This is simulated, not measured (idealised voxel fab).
This is a process module. Its name is voxel capacitor over wiring.
Cross-section cut: width 205 nm, square cells of 5 nm.
We lay out every cross-section as a grid of square cells and spell it out in bands from the top down, where one band means one or more rows of cells.
In this notation a band is specified by the heights of its top and bottom, in that order and in nm, after which its materials appear from left to right, each paired with its width in nm. The word "all across" attached to a single material means that material fills the band from edge to edge; the word "empty" stands for empty space.
Height is counted from the level 0, under which the received wafer is composed throughout of one material. The lowest of the bands is not closed at the bottom but continues downward, in the notation "0 nm and below".
Note: "30 to 40" means the width goes from the first number (top row of the band) to the second number (bottom row) in equal steps per row of cells.
A step reported as "nothing got changed" is a step in which no cell of the cross-section changed.
Under "Unvented internal voids" you'll find the enclosed gaps, the ones with no way out to the top, that are 8 cells or bigger; each reads width x height at distance, with distance counted from the left edge, everything in nm.
On each step's line, the part that comes after the settings is the simulator's own comment on the step.
You can add "overlay nm" to a step's line. For a step with a mask, it describes how far the mask lay to the right of its planned position, and a negative number describes a lay to the left.

# Process steps - plan
| 1 | RECEIVE | material Si |
| 2 | CONFORMAL_DEP | material SiO2 | thk nm 10 |
| 3 | DIRECTIONAL_DEP | material TiN | thk nm 5 |
| 4 | DIRECTIONAL_DEP | material W | thk nm 15 |
| 5 | MASKED_ETCH | tone cover | mask id METAL_1 | width nm 25 | pitch nm 90 | etch materials W | depth nm 15 | overlay nm 0 |
| 6 | MASKED_ETCH | tone cover | mask id METAL_1 | width nm 25 | pitch nm 90 | etch materials TiN | depth nm 5 | overlay nm 0 |
| 7 | FILL_DEP | material lowk | thk nm 10 |
| 8 | CMP | height nm 30 |
| 9 | CONFORMAL_DEP | material SiCN | thk nm 5 |
| 10 | DIRECTIONAL_DEP | material SiO2 | thk nm 10 |
| 11 | DIRECTIONAL_DEP | material aC | thk nm 15 |
| 12 | PATTERN | tone open | mask id PLUG_1 | material resist | width nm 15 | thk nm 30 | overlay nm 0 |
| 13 | DIRECTIONAL_ETCH | etch materials aC | depth nm 15 |
| 14 | STRIP | etch materials resist |
| 15 | DIRECTIONAL_ETCH | etch materials SiO2 | depth nm 10 |
| 16 | DIRECTIONAL_ETCH | etch materials SiCN | depth nm 5 |
| 17 | STRIP | etch materials aC |
| 18 | EPI | material Ru | thk nm 10 |
| 19 | EPI | material Ru | thk nm 5 |
| 20 | DIRECTIONAL_DEP | material TiN | thk nm 10 |
| 21 | DIRECTIONAL_DEP | material SiN | thk nm 5 |
| 22 | DIRECTIONAL_DEP | material TiN | thk nm 5 |
| 23 | PATTERN | tone cover | mask id UPPER_PLATE | material resist | width nm 70 | thk nm 15 | overlay nm 0 |
| 24 | DIRECTIONAL_ETCH | etch materials TiN | depth nm 5 |
| 25 | DIRECTIONAL_ETCH | etch materials SiN | depth nm 5 |
| 26 | STRIP | etch materials resist |
| 27 | PATTERN | tone cover | mask id LOWER_PLATE | material resist | width nm 80 | thk nm 15 | overlay nm 0 |
| 28 | DIRECTIONAL_ETCH | etch materials TiN | depth nm 10 |
| 29 | STRIP | etch materials resist |
| 30 | FILL_DEP | material SiO2 | thk nm 15 |
| 31 | CMP | height nm 75 |
| 32 | MASKED_ETCH | tone open | mask id PLUG_2 | width nm 15 | etch materials SiO2 | depth nm 10 | overlay nm 0 |
| 33 | CONFORMAL_DEP | material TiN | thk nm 5 |
| 34 | FILL_DEP | material Cu | thk nm 5 |
| 35 | CMP | height nm 75 |
| 36 | CONFORMAL_DEP | material SiN | thk nm 5 |

# Delivered wafer in cross-section: state after step 1
	0 nm and below | Si all across
	Unvented internal voids: none

# First of two wafers, end-of-module section, run followed plan
	80 nm to 75 nm | SiN all across
	75 nm to 70 nm | SiO2=65; TiN=5; Cu=5; TiN=5; SiO2=125
	70 nm to 60 nm | SiO2=65 to 55; TiN=15 to 70; SiO2=125 to 80
	60 nm to 55 nm | SiO2=55; SiN=70; SiO2=80
	55 nm to 45 nm | SiO2=50; TiN=80; SiO2=75
	45 nm to 35 nm | SiO2=55; Ru=15; SiO2=135
	35 nm to 30 nm | SiCN=55; Ru=15; SiCN=135
	30 nm to 15 nm | lowk=45; W=25; lowk=65; W=25; lowk=45
	15 nm to 10 nm | lowk=45; TiN=25; lowk=65; TiN=25; lowk=45
	10 nm to 0 nm | SiO2 all across
	0 nm and below | Si all across
	Unvented internal voids: none

# Module end: cross-section of wafer two of two. Same start and process plan as the first wafer. One mistake during execution
	80 nm to 75 nm | SiN all across
	75 nm to 70 nm | SiO2=65; TiN=15; SiO2=125
	70 nm to 65 nm | SiO2=55; TiN=5; SiO2=5; TiN=60; SiO2=80
	65 nm to 60 nm | SiO2=55; SiN=5; TiN=5; SiN=60; SiO2=80
	60 nm to 55 nm | Ru=60; SiN=5; Ru=140
	55 nm to 50 nm | TiN=55; Ru=15; TiN=135
	50 nm to 45 nm | TiN all across
	45 nm to 40 nm | SiO2=55; TiN=15; SiO2=135
	40 nm to 35 nm | SiO2=55; Ru=15; SiO2=135
	35 nm to 30 nm | SiCN=55; Ru=15; SiCN=135
	30 nm to 15 nm | lowk=45; W=25; lowk=65; W=25; lowk=45
	15 nm to 10 nm | lowk=45; TiN=25; lowk=65; TiN=25; lowk=45
	10 nm to 0 nm | SiO2 all across
	0 nm and below | Si all across
	Unvented internal voids: none
What was the processing mistake? a sequencing error occurred in which plan steps 19 and 20 were transposed
Final tally in cells, some materials are higher or lower on the second wafer than on the first: -1 Cu; +40 Ru; -87 SiO2; +48 TiN
